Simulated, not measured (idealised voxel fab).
process module | voxel transistor to metal
cross-section cut | 180 nm wide | cells 5 nm
A cross-section is a grid of square cells, given in bands from the top down. A band is one or more rows of cells.
Each band's line starts with the height of the band's top and of its bottom, in nm. Then come its materials from left to right, each with its width in nm. One material with "throughout" fills the band from edge to edge. "air" is empty space.
Height 0 is the level under which the wafer as received is all one material. The lowest band goes on downwards, as in "0 down".
A width such as "30 to 40" changes by the same amount from each row of cells to the next, from the band's top row to its bottom row.
"no change" after a step means that no cell of the cross-section changed.
closed voids: empty space of 8 cells or more with no open way to the top, each as width x height at its distance from the left edge, in nm
after a step's settings: what the simulator itself notes on the step
overlay nm, on a step with a mask: how far to the right of its planned place the mask lay; to the left if negative
Each pair below shows a cross-section before one step and the cross-section after it, down to the lowest band that changed. The line under each pair gives the step between them, with its settings. The pairs can come from different runs of this module on the same starting wafer, so a pair continues from the pair above only where its "before" says so.
before
  0 down: Si throughout
  closed voids: none
after
  5 to 0: SiO2 throughout
  below 0: unchanged
  closed voids: none
the step between: op CONFORMAL_DEP | material SiO2 | thk nm 5
before: the cross-section after the pair above
after
  15 to 5: SiN throughout
  below 5: unchanged
  closed voids: none
the step between: op CONFORMAL_DEP | material SiN | thk nm 10
before: the cross-section after the pair above
after
  15 to 5: air 40 | SiN 95 | air 45
  below 5: unchanged
  closed voids: none
the step between: op MASKED_ETCH | tone cover | mask id ACTIVE | width nm 95 | etch materials SiN | depth nm 10 | overlay nm 0
before: the cross-section after the pair above
after
  15 to 5: air 40 | SiN 95 | air 45
  5 to 0: air 40 | SiO2 95 | air 45
  below 0: unchanged
  closed voids: none
the step between: op MASKED_ETCH | tone cover | mask id ACTIVE | width nm 95 | etch materials SiO2 | depth nm 5 | overlay nm 0
before: the cross-section after the pair above
after
  15 to 5: air 40 | SiN 95 | air 45
  5 to 0: air 40 | SiO2 95 | air 45
  0 to -35: air 40 | Si 95 | air 45
  below -35: unchanged
  closed voids: none
the step between: op MASKED_ETCH | tone cover | mask id ACTIVE | width nm 95 | etch materials Si | depth nm 35 | overlay nm 0
before: the cross-section after the pair above
after
  15 to 5: air 40 | SiN 95 | air 45
  5 to 0: air 40 | SiO2 95 | air 45
  0 to -35: air 40 | SiO2 5 | Si 85 | SiO2 5 | air 45
  -35 to -40: SiO2 45 | Si 85 | SiO2 50
  below -40: unchanged
  closed voids: none
the step between: op OXIDIZE | depth nm 5
before: the cross-section after the pair above
after
  25 to 15: SiO2 throughout
  15 to 5: SiO2 40 | SiN 95 | SiO2 45
  5 to 0: SiO2 throughout
  0 to -40: SiO2 45 | Si 85 | SiO2 50
  below -40: unchanged
  closed voids: none
the step between: op FILL_DEP | material SiO2 | thk nm 10
before: the cross-section after the pair above
after
  15 to 5: SiO2 40 | SiN 95 | SiO2 45
  below 5: unchanged
  closed voids: none
the step between: op CMP | height nm 15
before: the cross-section after the pair above
after
  15 to 5: air 40 | SiN 95 | air 45
  below 5: unchanged
  closed voids: none
the step between: op SELECTIVE_ETCH | etch materials SiO2 | depth nm 10
before: the cross-section after the pair above
after
  5 to 0: SiO2 throughout
  below 0: unchanged
  closed voids: none
the step between: op STRIP | etch materials SiN
before: the cross-section after the pair above
after
  0 to -40: SiO2 45 | Si 85 | SiO2 50
  below -40: unchanged
  closed voids: none
the step between: op SELECTIVE_ETCH | etch materials SiO2 | depth nm 5
before: the cross-section after the pair above
after
  0 to -5: SiO2 throughout
  below -5: unchanged
  closed voids: none
the step between: op OXIDIZE | depth nm 5
before: the cross-section after the pair above
after
  30 to 0: polySi throughout
  below 0: unchanged
  closed voids: none
the step between: op DIRECTIONAL_DEP | material polySi | thk nm 30
before: the cross-section after the pair above
after
  45 to 30: SiCN throughout
  below 30: unchanged
  closed voids: none
the step between: op DIRECTIONAL_DEP | material SiCN | thk nm 15
before: the cross-section after the pair above
after
  60 to 45: air 75 | resist 25 | air 80
  below 45: unchanged
  closed voids: none
the step between: op PATTERN | tone cover | mask id GATE | material resist | width nm 25 | thk nm 15 | overlay nm 0
before: the cross-section after the pair above
after
  60 to 45: air 75 | resist 25 | air 80
  45 to 30: air 75 | SiCN 25 | air 80
  below 30: unchanged
  closed voids: none
the step between: op DIRECTIONAL_ETCH | etch materials SiCN | depth nm 25
before: the cross-section after the pair above
after
  60 to 45: air 75 | resist 25 | air 80
  45 to 30: air 75 | SiCN 25 | air 80
  30 to 0: air 75 | polySi 25 | air 80
  below 0: unchanged
  closed voids: none
the step between: op DIRECTIONAL_ETCH | etch materials polySi | depth nm 40
before: the cross-section after the pair above
after
  45 to 30: air 75 | SiCN 25 | air 80
  below 30: unchanged
  closed voids: none
the step between: op STRIP | etch materials resist
before: the cross-section after the pair above
after
  50 to 45: air 70 | SiN 35 | air 75
  45 to 30: air 70 | SiN 5 | SiCN 25 | SiN 5 | air 75
  30 to 5: air 70 | SiN 5 | polySi 25 | SiN 5 | air 75
  5 to 0: SiN 75 | polySi 25 | SiN 80
  below 0: unchanged
  closed voids: none
the step between: op CONFORMAL_DEP | material SiN | thk nm 5
before: the cross-section after the pair above
after
  45 to 30: air 70 | SiN 5 | SiCN 25 | SiN 5 | air 75
  30 to 0: air 70 | SiN 5 | polySi 25 | SiN 5 | air 75
  below 0: unchanged
  closed voids: none
the step between: op DIRECTIONAL_ETCH | etch materials SiN | depth nm 5
before: the cross-section after the pair above
after
  45 to 30: air 70 | SiN 5 | SiCN 25 | SiN 5 | air 75
  30 to 0: air 70 | SiN 5 | polySi 25 | SiN 5 | air 75
  0 to -5: air 70 | SiO2 35 | air 75
  below -5: unchanged
  closed voids: none
the step between: op DIRECTIONAL_ETCH | etch materials SiO2 | depth nm 5
before: the cross-section after the pair above
after
  45 to 30: air 70 | SiN 5 | SiCN 25 | SiN 5 | air 75
  30 to 0: air 70 | SiN 5 | polySi 25 | SiN 5 | air 75
  0 to -5: air 40 | SiGe 30 | SiO2 35 | SiGe 30 | air 45
  below -5: unchanged
  closed voids: none
the step between: op EPI | material SiGe | thk nm 5
before: the cross-section after the pair above
after
  50 to 45: SiO2 throughout
  45 to 30: SiO2 70 | SiN 5 | SiCN 25 | SiN 5 | SiO2 75
  30 to 0: SiO2 70 | SiN 5 | polySi 25 | SiN 5 | SiO2 75
  0 to -5: SiO2 40 | SiGe 30 | SiO2 35 | SiGe 30 | SiO2 45
  below -5: unchanged
  closed voids: none
the step between: op FILL_DEP | material SiO2 | thk nm 5
before: the cross-section after the pair above
after
  30 to 0: SiO2 70 | SiN 5 | polySi 25 | SiN 5 | SiO2 75
  below 0: unchanged
  closed voids: none
the step between: op CMP | height nm 30
before: the cross-section after the pair above
after
  30 to 0: SiO2 70 | SiN 5 | air 25 | SiN 5 | SiO2 75
  below 0: unchanged
  closed voids: none
the step between: op STRIP | etch materials polySi
before: the cross-section after the pair above
after
  30 to 25: air 70 | SiN 5 | air 25 | SiN 5 | air 75
  25 to 0: SiO2 70 | SiN 5 | air 25 | SiN 5 | SiO2 75
  0 to -5: SiO2 40 | SiGe 30 | air 35 | SiGe 30 | SiO2 45
  below -5: unchanged
  closed voids: none
the step between: op SELECTIVE_ETCH | etch materials SiO2 | depth nm 5
before: the cross-section after the pair above
after
  35 to 30: air 65 | HfO2 15 | air 15 | HfO2 15 | air 70
  30 to 25: HfO2 70 | SiN 5 | HfO2 5 | air 15 | HfO2 5 | SiN 5 | HfO2 75
  25 to 0: SiO2 70 | SiN 5 | HfO2 5 | air 15 | HfO2 5 | SiN 5 | SiO2 75
  0 to -5: SiO2 40 | SiGe 30 | HfO2 35 | SiGe 30 | SiO2 45
  below -5: unchanged
  closed voids: none
the step between: op CONFORMAL_DEP | material HfO2 | thk nm 5
before: the cross-section after the pair above
after
  40 to 35: air 60 | TiN 25 | air 5 | TiN 25 | air 65
  35 to 30: TiN 65 | HfO2 15 | TiN 5 | air 5 | TiN 5 | HfO2 15 | TiN 70
  30 to 25: HfO2 70 | SiN 5 | HfO2 5 | TiN 5 | air 5 | TiN 5 | HfO2 5 | SiN 5 | HfO2 75
  25 to 5: SiO2 70 | SiN 5 | HfO2 5 | TiN 5 | air 5 | TiN 5 | HfO2 5 | SiN 5 | SiO2 75
  5 to 0: SiO2 70 | SiN 5 | HfO2 5 | TiN 15 | HfO2 5 | SiN 5 | SiO2 75
  below 0: unchanged
  closed voids: none
the step between: op CONFORMAL_DEP | material TiN | thk nm 5
before: the cross-section after the pair above
after
  50 to 40: W throughout
  40 to 35: W 60 | TiN 25 | W 5 | TiN 25 | W 65
  35 to 30: TiN 65 | HfO2 15 | TiN 5 | W 5 | TiN 5 | HfO2 15 | TiN 70
  30 to 25: HfO2 70 | SiN 5 | HfO2 5 | TiN 5 | W 5 | TiN 5 | HfO2 5 | SiN 5 | HfO2 75
  25 to 5: SiO2 70 | SiN 5 | HfO2 5 | TiN 5 | W 5 | TiN 5 | HfO2 5 | SiN 5 | SiO2 75
  below 5: unchanged
  closed voids: none
the step between: op FILL_DEP | material W | thk nm 10
before: the cross-section after the pair above
after
  25 to 5: SiO2 70 | SiN 5 | HfO2 5 | TiN 5 | W 5 | TiN 5 | HfO2 5 | SiN 5 | SiO2 75
  below 5: unchanged
  closed voids: none
the step between: op CMP | height nm 25
before: the cross-section after the pair above
after
  40 to 25: SiO2 throughout
  below 25: unchanged
  closed voids: none
the step between: op DIRECTIONAL_DEP | material SiO2 | thk nm 15
before: the cross-section after the pair above
after
  55 to 40: resist 45 | air 15 | resist 55 | air 15 | resist 50
  below 40: unchanged
  closed voids: none
the step between: op PATTERN | tone open | mask id CONTACT | material resist | width nm 15 | pitch nm 70 | thk nm 15 | overlay nm 0
before: the cross-section after the pair above
after
  55 to 40: resist 45 | air 15 | resist 55 | air 15 | resist 50
  40 to 25: SiO2 45 | air 15 | SiO2 55 | air 15 | SiO2 50
  25 to 5: SiO2 45 | air 15 | SiO2 10 | SiN 5 | HfO2 5 | TiN 5 | W 5 | TiN 5 | HfO2 5 | SiN 5 | SiO2 10 | air 15 | SiO2 50
  5 to 0: SiO2 45 | air 15 | SiO2 10 | SiN 5 | HfO2 5 | TiN 15 | HfO2 5 | SiN 5 | SiO2 10 | air 15 | SiO2 50
  below 0: unchanged
  closed voids: none
the step between: op DIRECTIONAL_ETCH | etch materials SiO2 | depth nm 40
before: the cross-section after the pair above
after
  40 to 25: SiO2 45 | air 15 | SiO2 55 | air 15 | SiO2 50
  below 25: unchanged
  closed voids: none
the step between: op STRIP | etch materials resist
before: the cross-section after the pair above
after
  45 to 40: TiN 50 | air 5 | TiN 65 | air 5 | TiN 55
  40 to 25: SiO2 45 | TiN 5 | air 5 | TiN 5 | SiO2 55 | TiN 5 | air 5 | TiN 5 | SiO2 50
  25 to 5: SiO2 45 | TiN 5 | air 5 | TiN 5 | SiO2 10 | SiN 5 | HfO2 5 | TiN 5 | W 5 | TiN 5 | HfO2 5 | SiN 5 | SiO2 10 | TiN 5 | air 5 | TiN 5 | SiO2 50
  5 to 0: SiO2 45 | TiN 15 | SiO2 10 | SiN 5 | HfO2 5 | TiN 15 | HfO2 5 | SiN 5 | SiO2 10 | TiN 15 | SiO2 50
  below 0: unchanged
  closed voids: none
the step between: op CONFORMAL_DEP | material TiN | thk nm 5
before: the cross-section after the pair above
after
  55 to 45: Ru throughout
  45 to 40: TiN 50 | Ru 5 | TiN 65 | Ru 5 | TiN 55
  40 to 25: SiO2 45 | TiN 5 | Ru 5 | TiN 5 | SiO2 55 | TiN 5 | Ru 5 | TiN 5 | SiO2 50
  25 to 5: SiO2 45 | TiN 5 | Ru 5 | TiN 5 | SiO2 10 | SiN 5 | HfO2 5 | TiN 5 | W 5 | TiN 5 | HfO2 5 | SiN 5 | SiO2 10 | TiN 5 | Ru 5 | TiN 5 | SiO2 50
  below 5: unchanged
  closed voids: none
the step between: op FILL_DEP | material Ru | thk nm 10
before: the cross-section after the pair above
after
  40 to 25: SiO2 45 | TiN 5 | Ru 5 | TiN 5 | SiO2 55 | TiN 5 | Ru 5 | TiN 5 | SiO2 50
  below 25: unchanged
  closed voids: none
the step between: op CMP | height nm 40
before: the cross-section after the pair above
after
  45 to 40: SiN throughout
  below 40: unchanged
  closed voids: none
the step between: op CONFORMAL_DEP | material SiN | thk nm 5
before: the cross-section after the pair above
after
  70 to 45: SiO2 throughout
  below 45: unchanged
  closed voids: none
the step between: op DIRECTIONAL_DEP | material SiO2 | thk nm 25
before: the cross-section after the pair above
after
  85 to 70: resist 45 | air 15 | resist 55 | air 15 | resist 50
  below 70: unchanged
  closed voids: none
the step between: op PATTERN | tone open | mask id METAL_1 | material resist | width nm 15 | pitch nm 70 | thk nm 15 | overlay nm 0
before: the cross-section after the pair above
after
  85 to 70: resist 45 | air 15 | resist 55 | air 15 | resist 50
  70 to 45: SiO2 45 | air 15 | SiO2 55 | air 15 | SiO2 50
  below 45: unchanged
  closed voids: none
the step between: op DIRECTIONAL_ETCH | etch materials SiO2 | depth nm 25
before: the cross-section after the pair above
after
  85 to 70: resist 45 | air 15 | resist 55 | air 15 | resist 50
  70 to 45: SiO2 45 | air 15 | SiO2 55 | air 15 | SiO2 50
  45 to 40: SiN 45 | air 15 | SiN 55 | air 15 | SiN 50
  below 40: unchanged
  closed voids: none
the step between: op DIRECTIONAL_ETCH | etch materials SiN | depth nm 5
before: the cross-section after the pair above
after
  70 to 45: SiO2 45 | air 15 | SiO2 55 | air 15 | SiO2 50
  below 45: unchanged
  closed voids: none
the step between: op STRIP | etch materials resist
before: the cross-section after the pair above
after
  75 to 70: TiN 50 | air 5 | TiN 65 | air 5 | TiN 55
  70 to 45: SiO2 45 | TiN 5 | air 5 | TiN 5 | SiO2 55 | TiN 5 | air 5 | TiN 5 | SiO2 50
  45 to 40: SiN 45 | TiN 15 | SiN 55 | TiN 15 | SiN 50
  below 40: unchanged
  closed voids: none
the step between: op CONFORMAL_DEP | material TiN | thk nm 5
before: the cross-section after the pair above
after
  85 to 75: Cu throughout
  75 to 70: TiN 50 | Cu 5 | TiN 65 | Cu 5 | TiN 55
  70 to 45: SiO2 45 | TiN 5 | Cu 5 | TiN 5 | SiO2 55 | TiN 5 | Cu 5 | TiN 5 | SiO2 50
  below 45: unchanged
  closed voids: none
the step between: op FILL_DEP | material Cu | thk nm 10
before: the cross-section after the pair above
after
  70 to 45: SiO2 45 | TiN 5 | Cu 5 | TiN 5 | SiO2 55 | TiN 5 | Cu 5 | TiN 5 | SiO2 50
  below 45: unchanged
  closed voids: none
the step between: op CMP | height nm 70
before: the cross-section after the pair above
after
  75 to 70: SiCN throughout
  below 70: unchanged
  closed voids: none
the step between: op CONFORMAL_DEP | material SiCN | thk nm 5
before: the cross-section after the pair above
after
  105 to 75: SiO2 throughout
  below 75: unchanged
  closed voids: none
the step between: op DIRECTIONAL_DEP | material SiO2 | thk nm 30
before: the cross-section after the pair above
after
  115 to 105: aC throughout
  below 105: unchanged
  closed voids: none
the step between: op DIRECTIONAL_DEP | material aC | thk nm 10
before: the cross-section after the pair above
after
  140 to 115: resist 45 | air 15 | resist 55 | air 15 | resist 50
  below 115: unchanged
  closed voids: none
the step between: op PATTERN | tone open | mask id METAL_2 | material resist | width nm 15 | pitch nm 70 | thk nm 25 | overlay nm 0
before: the cross-section after the pair above
after
  130 to 115: resist 45 | air 15 | resist 55 | air 15 | resist 50
  115 to 105: aC 45 | air 15 | aC 55 | air 15 | aC 50
  below 105: unchanged
  closed voids: none
the step between: op DIRECTIONAL_ETCH | etch materials aC | depth nm 10
before: the cross-section after the pair above
after
  115 to 105: aC 45 | air 15 | aC 55 | air 15 | aC 50
  below 105: unchanged
  closed voids: none
the step between: op STRIP | etch materials resist
before: the cross-section after the pair above
after
  115 to 105: aC 45 | air 15 | aC 55 | air 15 | aC 50
  105 to 90: SiO2 45 | air 15 | SiO2 55 | air 15 | SiO2 50
  below 90: unchanged
  closed voids: none
the step between: op DIRECTIONAL_ETCH | etch materials SiO2 | depth nm 15
before: the cross-section after the pair above
after
  105 to 90: SiO2 45 | air 15 | SiO2 55 | air 15 | SiO2 50
  below 90: unchanged
  closed voids: none
the step between: op STRIP | etch materials aC
before: the cross-section after the pair above
after
  120 to 105: aC 45 | air 15 | aC 55 | air 15 | aC 50
  105 to 90: SiO2 45 | aC 15 | SiO2 55 | aC 15 | SiO2 50
  below 90: unchanged
  closed voids: none
the step between: op DIRECTIONAL_DEP | material aC | thk nm 15
before: the cross-section after the pair above
after
  150 to 120: resist 45 | air 15 | resist 55 | air 15 | resist 50
  below 120: unchanged
  closed voids: none
the step between: op PATTERN | tone open | mask id METAL_2_HOLES | material resist | width nm 15 | pitch nm 70 | thk nm 30 | overlay nm 0
before: the cross-section after the pair above
after
  135 to 120: resist 45 | air 15 | resist 55 | air 15 | resist 50
  120 to 105: aC 45 | air 15 | aC 55 | air 15 | aC 50
  105 to 90: SiO2 45 | air 15 | SiO2 55 | air 15 | SiO2 50
  below 90: unchanged
  closed voids: none
the step between: op DIRECTIONAL_ETCH | etch materials aC | depth nm 15
before: the cross-section after the pair above
after
  120 to 105: aC 45 | air 15 | aC 55 | air 15 | aC 50
  below 105: unchanged
  closed voids: none
the step between: op STRIP | etch materials resist
before: the cross-section after the pair above
after
  120 to 105: aC 45 | air 15 | aC 55 | air 15 | aC 50
  105 to 75: SiO2 45 | air 15 | SiO2 55 | air 15 | SiO2 50
  below 75: unchanged
  closed voids: none
the step between: op DIRECTIONAL_ETCH | etch materials SiO2 | depth nm 15
before: the cross-section after the pair above
after
  120 to 105: aC 45 | air 15 | aC 55 | air 15 | aC 50
  105 to 75: SiO2 45 | air 15 | SiO2 55 | air 15 | SiO2 50
  75 to 70: SiCN 45 | air 15 | SiCN 55 | air 15 | SiCN 50
  below 70: unchanged
  closed voids: none
the step between: op DIRECTIONAL_ETCH | etch materials SiCN | depth nm 5
before: the cross-section after the pair above
after
  105 to 75: SiO2 45 | air 15 | SiO2 55 | air 15 | SiO2 50
  below 75: unchanged
  closed voids: none
the step between: op STRIP | etch materials aC
before: the cross-section after the pair above
after
  110 to 105: TiN 50 | air 5 | TiN 65 | air 5 | TiN 55
  105 to 75: SiO2 45 | TiN 5 | air 5 | TiN 5 | SiO2 55 | TiN 5 | air 5 | TiN 5 | SiO2 50
  75 to 70: SiCN 45 | TiN 15 | SiCN 55 | TiN 15 | SiCN 50
  below 70: unchanged
  closed voids: none
the step between: op CONFORMAL_DEP | material TiN | thk nm 5
before: the cross-section after the pair above
after
  120 to 110: Cu throughout
  110 to 105: TiN 50 | Cu 5 | TiN 65 | Cu 5 | TiN 55
  105 to 75: SiO2 45 | TiN 5 | Cu 5 | TiN 5 | SiO2 55 | TiN 5 | Cu 5 | TiN 5 | SiO2 50
  below 75: unchanged
  closed voids: none
the step between: op FILL_DEP | material Cu | thk nm 10
before: the cross-section after the pair above
after
  105 to 75: SiO2 45 | TiN 5 | Cu 5 | TiN 5 | SiO2 55 | TiN 5 | Cu 5 | TiN 5 | SiO2 50
  below 75: unchanged
  closed voids: none
the step between: op CMP | height nm 105
before: the cross-section after the pair above
after
  110 to 105: SiCN throughout
  below 105: unchanged
  closed voids: none
the step between: op CONFORMAL_DEP | material SiCN | thk nm 5
before
  50 to 40: W throughout
  40 to 35: W 60 | TiN 25 | W 5 | TiN 25 | W 65
  35 to 30: TiN 65 | HfO2 15 | TiN 5 | W 5 | TiN 5 | HfO2 15 | TiN 70
  30 to 25: HfO2 70 | SiN 5 | HfO2 5 | TiN 5 | W 5 | TiN 5 | HfO2 5 | SiN 5 | HfO2 75
  25 to 5: SiO2 70 | SiN 5 | HfO2 5 | TiN 5 | W 5 | TiN 5 | HfO2 5 | SiN 5 | SiO2 75
  5 to 0: SiO2 70 | SiN 5 | HfO2 5 | TiN 15 | HfO2 5 | SiN 5 | SiO2 75
  0 to -5: SiO2 40 | SiGe 30 | HfO2 35 | SiGe 30 | SiO2 45
  -5 to -40: SiO2 45 | Si 85 | SiO2 50
  -40 down: Si throughout
  closed voids: none
after
  65 to 50: SiO2 throughout
  below 50: unchanged
  closed voids: none
the step between: op DIRECTIONAL_DEP | material SiO2 | thk nm 15
before: the cross-section after the pair above
after
  80 to 65: resist 45 | air 15 | resist 55 | air 15 | resist 50
  below 65: unchanged
  closed voids: none
the step between: op PATTERN | tone open | mask id CONTACT | material resist | width nm 15 | pitch nm 70 | thk nm 15 | overlay nm 0
before: the cross-section after the pair above
after
  80 to 65: resist 45 | air 15 | resist 55 | air 15 | resist 50
  65 to 50: SiO2 45 | air 15 | SiO2 55 | air 15 | SiO2 50
  below 50: unchanged
  closed voids: none
the step between: op DIRECTIONAL_ETCH | etch materials SiO2 | depth nm 40
before: the cross-section after the pair above
after
  65 to 50: SiO2 45 | air 15 | SiO2 55 | air 15 | SiO2 50
  below 50: unchanged
  closed voids: none
the step between: op STRIP | etch materials resist
before: the cross-section after the pair above
after
  70 to 65: TiN 50 | air 5 | TiN 65 | air 5 | TiN 55
  65 to 55: SiO2 45 | TiN 5 | air 5 | TiN 5 | SiO2 55 | TiN 5 | air 5 | TiN 5 | SiO2 50
  55 to 50: SiO2 45 | TiN 15 | SiO2 55 | TiN 15 | SiO2 50
  below 50: unchanged
  closed voids: none
the step between: op CONFORMAL_DEP | material TiN | thk nm 5
before: the cross-section after the pair above
after
  80 to 70: Ru throughout
  70 to 65: TiN 50 | Ru 5 | TiN 65 | Ru 5 | TiN 55
  65 to 55: SiO2 45 | TiN 5 | Ru 5 | TiN 5 | SiO2 55 | TiN 5 | Ru 5 | TiN 5 | SiO2 50
  below 55: unchanged
  closed voids: none
the step between: op FILL_DEP | material Ru | thk nm 10
before: the cross-section after the pair above
after
  40 to 35: W 60 | TiN 25 | W 5 | TiN 25 | W 65
  below 35: unchanged
  closed voids: none
the step between: op CMP | height nm 40
before: the cross-section after the pair above
after
  45 to 40: SiN throughout
  below 40: unchanged
  closed voids: none
the step between: op CONFORMAL_DEP | material SiN | thk nm 5
before: the cross-section after the pair above
after
  70 to 45: SiO2 throughout
  below 45: unchanged
  closed voids: none
the step between: op DIRECTIONAL_DEP | material SiO2 | thk nm 25
before: the cross-section after the pair above
after
  85 to 70: resist 45 | air 15 | resist 55 | air 15 | resist 50
  below 70: unchanged
  closed voids: none
the step between: op PATTERN | tone open | mask id METAL_1 | material resist | width nm 15 | pitch nm 70 | thk nm 15 | overlay nm 0
before: the cross-section after the pair above
after
  85 to 70: resist 45 | air 15 | resist 55 | air 15 | resist 50
  70 to 45: SiO2 45 | air 15 | SiO2 55 | air 15 | SiO2 50
  below 45: unchanged
  closed voids: none
the step between: op DIRECTIONAL_ETCH | etch materials SiO2 | depth nm 25
before: the cross-section after the pair above
after
  85 to 70: resist 45 | air 15 | resist 55 | air 15 | resist 50
  70 to 45: SiO2 45 | air 15 | SiO2 55 | air 15 | SiO2 50
  45 to 40: SiN 45 | air 15 | SiN 55 | air 15 | SiN 50
  below 40: unchanged
  closed voids: none
the step between: op DIRECTIONAL_ETCH | etch materials SiN | depth nm 5
before: the cross-section after the pair above
after
  70 to 45: SiO2 45 | air 15 | SiO2 55 | air 15 | SiO2 50
  below 45: unchanged
  closed voids: none
the step between: op STRIP | etch materials resist
before: the cross-section after the pair above
after
  75 to 70: TiN 50 | air 5 | TiN 65 | air 5 | TiN 55
  70 to 45: SiO2 45 | TiN 5 | air 5 | TiN 5 | SiO2 55 | TiN 5 | air 5 | TiN 5 | SiO2 50
  45 to 40: SiN 45 | TiN 15 | SiN 55 | TiN 15 | SiN 50
  below 40: unchanged
  closed voids: none
the step between: op CONFORMAL_DEP | material TiN | thk nm 5
before: the cross-section after the pair above
after
  85 to 75: Cu throughout
  75 to 70: TiN 50 | Cu 5 | TiN 65 | Cu 5 | TiN 55
  70 to 45: SiO2 45 | TiN 5 | Cu 5 | TiN 5 | SiO2 55 | TiN 5 | Cu 5 | TiN 5 | SiO2 50
  below 45: unchanged
  closed voids: none
the step between: op FILL_DEP | material Cu | thk nm 10
before: the cross-section after the pair above
after
  70 to 45: SiO2 45 | TiN 5 | Cu 5 | TiN 5 | SiO2 55 | TiN 5 | Cu 5 | TiN 5 | SiO2 50
  below 45: unchanged
  closed voids: none
the step between: op CMP | height nm 70
before: the cross-section after the pair above
after
  75 to 70: SiCN throughout
  below 70: unchanged
  closed voids: none
the step between: op CONFORMAL_DEP | material SiCN | thk nm 5
before: the cross-section after the pair above
after
  105 to 75: SiO2 throughout
  below 75: unchanged
  closed voids: none
the step between: op DIRECTIONAL_DEP | material SiO2 | thk nm 30
before: the cross-section after the pair above
after
  115 to 105: aC throughout
  below 105: unchanged
  closed voids: none
the step between: op DIRECTIONAL_DEP | material aC | thk nm 10
before: the cross-section after the pair above
after
  140 to 115: resist 45 | air 15 | resist 55 | air 15 | resist 50
  below 115: unchanged
  closed voids: none
the step between: op PATTERN | tone open | mask id METAL_2 | material resist | width nm 15 | pitch nm 70 | thk nm 25 | overlay nm 0
before: the cross-section after the pair above
after
  130 to 115: resist 45 | air 15 | resist 55 | air 15 | resist 50
  115 to 105: aC 45 | air 15 | aC 55 | air 15 | aC 50
  below 105: unchanged
  closed voids: none
the step between: op DIRECTIONAL_ETCH | etch materials aC | depth nm 10
before: the cross-section after the pair above
after
  115 to 105: aC 45 | air 15 | aC 55 | air 15 | aC 50
  below 105: unchanged
  closed voids: none
the step between: op STRIP | etch materials resist
before: the cross-section after the pair above
after
  115 to 105: aC 45 | air 15 | aC 55 | air 15 | aC 50
  105 to 90: SiO2 45 | air 15 | SiO2 55 | air 15 | SiO2 50
  below 90: unchanged
  closed voids: none
the step between: op DIRECTIONAL_ETCH | etch materials SiO2 | depth nm 15
before: the cross-section after the pair above
after
  105 to 90: SiO2 45 | air 15 | SiO2 55 | air 15 | SiO2 50
  below 90: unchanged
  closed voids: none
the step between: op STRIP | etch materials aC
before: the cross-section after the pair above
after
  120 to 105: aC 45 | air 15 | aC 55 | air 15 | aC 50
  105 to 90: SiO2 45 | aC 15 | SiO2 55 | aC 15 | SiO2 50
  below 90: unchanged
  closed voids: none
the step between: op DIRECTIONAL_DEP | material aC | thk nm 15
before: the cross-section after the pair above
after
  150 to 120: resist 45 | air 15 | resist 55 | air 15 | resist 50
  below 120: unchanged
  closed voids: none
the step between: op PATTERN | tone open | mask id METAL_2_HOLES | material resist | width nm 15 | pitch nm 70 | thk nm 30 | overlay nm 0
before: the cross-section after the pair above
after
  135 to 120: resist 45 | air 15 | resist 55 | air 15 | resist 50
  120 to 105: aC 45 | air 15 | aC 55 | air 15 | aC 50
  105 to 90: SiO2 45 | air 15 | SiO2 55 | air 15 | SiO2 50
  below 90: unchanged
  closed voids: none
the step between: op DIRECTIONAL_ETCH | etch materials aC | depth nm 15
before: the cross-section after the pair above
after
  120 to 105: aC 45 | air 15 | aC 55 | air 15 | aC 50
  below 105: unchanged
  closed voids: none
the step between: op STRIP | etch materials resist
before: the cross-section after the pair above
after
  120 to 105: aC 45 | air 15 | aC 55 | air 15 | aC 50
  105 to 75: SiO2 45 | air 15 | SiO2 55 | air 15 | SiO2 50
  below 75: unchanged
  closed voids: none
the step between: op DIRECTIONAL_ETCH | etch materials SiO2 | depth nm 15
before: the cross-section after the pair above
after
  120 to 105: aC 45 | air 15 | aC 55 | air 15 | aC 50
  105 to 75: SiO2 45 | air 15 | SiO2 55 | air 15 | SiO2 50
  75 to 70: SiCN 45 | air 15 | SiCN 55 | air 15 | SiCN 50
  below 70: unchanged
  closed voids: none
the step between: op DIRECTIONAL_ETCH | etch materials SiCN | depth nm 5
before: the cross-section after the pair above
after
  105 to 75: SiO2 45 | air 15 | SiO2 55 | air 15 | SiO2 50
  below 75: unchanged
  closed voids: none
the step between: op STRIP | etch materials aC
before: the cross-section after the pair above
after
  110 to 105: TiN 50 | air 5 | TiN 65 | air 5 | TiN 55
  105 to 75: SiO2 45 | TiN 5 | air 5 | TiN 5 | SiO2 55 | TiN 5 | air 5 | TiN 5 | SiO2 50
  75 to 70: SiCN 45 | TiN 15 | SiCN 55 | TiN 15 | SiCN 50
  below 70: unchanged
  closed voids: none
the step between: op CONFORMAL_DEP | material TiN | thk nm 5
before: the cross-section after the pair above
after
  120 to 110: Cu throughout
  110 to 105: TiN 50 | Cu 5 | TiN 65 | Cu 5 | TiN 55
  105 to 75: SiO2 45 | TiN 5 | Cu 5 | TiN 5 | SiO2 55 | TiN 5 | Cu 5 | TiN 5 | SiO2 50
  below 75: unchanged
  closed voids: none
the step between: op FILL_DEP | material Cu | thk nm 10
before: the cross-section after the pair above
after
  105 to 75: SiO2 45 | TiN 5 | Cu 5 | TiN 5 | SiO2 55 | TiN 5 | Cu 5 | TiN 5 | SiO2 50
  below 75: unchanged
  closed voids: none
the step between: op CMP | height nm 105
before: the cross-section after the pair above
after
  110 to 105: SiCN throughout
  below 105: unchanged
  closed voids: none
the step between: op CONFORMAL_DEP | material SiCN | thk nm 5
before
  40 to 25: SiO2 throughout
  25 to 5: SiO2 70 | SiN 5 | HfO2 5 | TiN 5 | W 5 | TiN 5 | HfO2 5 | SiN 5 | SiO2 75
  5 to 0: SiO2 70 | SiN 5 | HfO2 5 | TiN 15 | HfO2 5 | SiN 5 | SiO2 75
  0 to -5: SiO2 40 | SiGe 30 | HfO2 35 | SiGe 30 | SiO2 45
  -5 to -40: SiO2 45 | Si 85 | SiO2 50
  -40 down: Si throughout
  closed voids: none
after
  55 to 25: SiO2 throughout
  below 25: unchanged
  closed voids: none
the step between: op DIRECTIONAL_DEP | material SiO2 | thk nm 15
before: the cross-section after the pair above
after
  70 to 55: resist 45 | air 15 | resist 55 | air 15 | resist 50
  below 55: unchanged
  closed voids: none
the step between: op PATTERN | tone open | mask id CONTACT | material resist | width nm 15 | pitch nm 70 | thk nm 15 | overlay nm 0
before: the cross-section after the pair above
after
  70 to 55: resist 45 | air 15 | resist 55 | air 15 | resist 50
  55 to 25: SiO2 45 | air 15 | SiO2 55 | air 15 | SiO2 50
  25 to 15: SiO2 45 | air 15 | SiO2 10 | SiN 5 | HfO2 5 | TiN 5 | W 5 | TiN 5 | HfO2 5 | SiN 5 | SiO2 10 | air 15 | SiO2 50
  below 15: unchanged
  closed voids: none
the step between: op DIRECTIONAL_ETCH | etch materials SiO2 | depth nm 40
before: the cross-section after the pair above
after
  55 to 25: SiO2 45 | air 15 | SiO2 55 | air 15 | SiO2 50
  below 25: unchanged
  closed voids: none
the step between: op STRIP | etch materials resist
